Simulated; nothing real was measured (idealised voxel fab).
process module | voxel spacer lines
cross-section cut | 280 nm wide | cells 5 nm
A cross-section is a grid of square cells, given in bands from the top down. A band is one or more rows of cells.
Each band's line starts with the height of the band's top and of its bottom, in nm. Then come its materials from left to right, each with its width in nm. One material with "throughout" fills the band from edge to edge. "air" is empty space.
Height 0 is the level under which the wafer as received is all one material. The lowest band goes on downwards, as in "0 down".
A width such as "30 to 40" changes by the same amount from each row of cells to the next, from the band's top row to its bottom row.
"no change" after a step means that no cell of the cross-section changed.
closed voids: empty space of 8 cells or more with no open way to the top, each as width x height at its distance from the left edge, in nm
after a step's settings: what the simulator itself notes on the step
overlay nm, on a step with a mask: how far to the right of its planned place the mask lay; to the left if negative
plan
1 op RECEIVE | material Si
2 op CONFORMAL_DEP | material Al2O3 | thk nm 10
3 op DIRECTIONAL_DEP | material polySi | thk nm 10
4 op DIRECTIONAL_DEP | material aC | thk nm 30
5 op PATTERN | tone cover | mask id MANDREL | material resist | width nm 15 | pitch nm 60 | thk nm 40 | overlay nm 0
6 op DIRECTIONAL_ETCH | etch materials aC | depth nm 30
7 op STRIP | etch materials resist
8 op CONFORMAL_DEP | material SiN | thk nm 15
9 op DIRECTIONAL_ETCH | etch materials SiN | depth nm 15
10 op STRIP | etch materials aC
11 op DIRECTIONAL_ETCH | etch materials polySi | depth nm 10
12 op STRIP | etch materials SiN
as received, after step 1
  0 down: Si throughout
  closed voids: none
first wafer at the end, as planned
  20 to 10: air 85 | polySi 15 | air 15 | polySi 15 | air 15 | polySi 15 | air 15 | polySi 15 | air 90
  10 to 0: Al2O3 throughout
  0 down: Si throughout
  closed voids: none
second wafer at the end: like start, like plan, one mistake
  20 to 10: air 100 | polySi 15 | air 45 | polySi 15 | air 105
  10 to 0: Al2O3 throughout
  0 down: Si throughout
  closed voids: none
what went wrong: step 5 ran as: op PATTERN | tone open | mask id MANDREL | material resist | width nm 15 | pitch nm 60 | thk nm 40 | overlay nm 0
at the end the second wafer has, in cells: 12 fewer of polySi
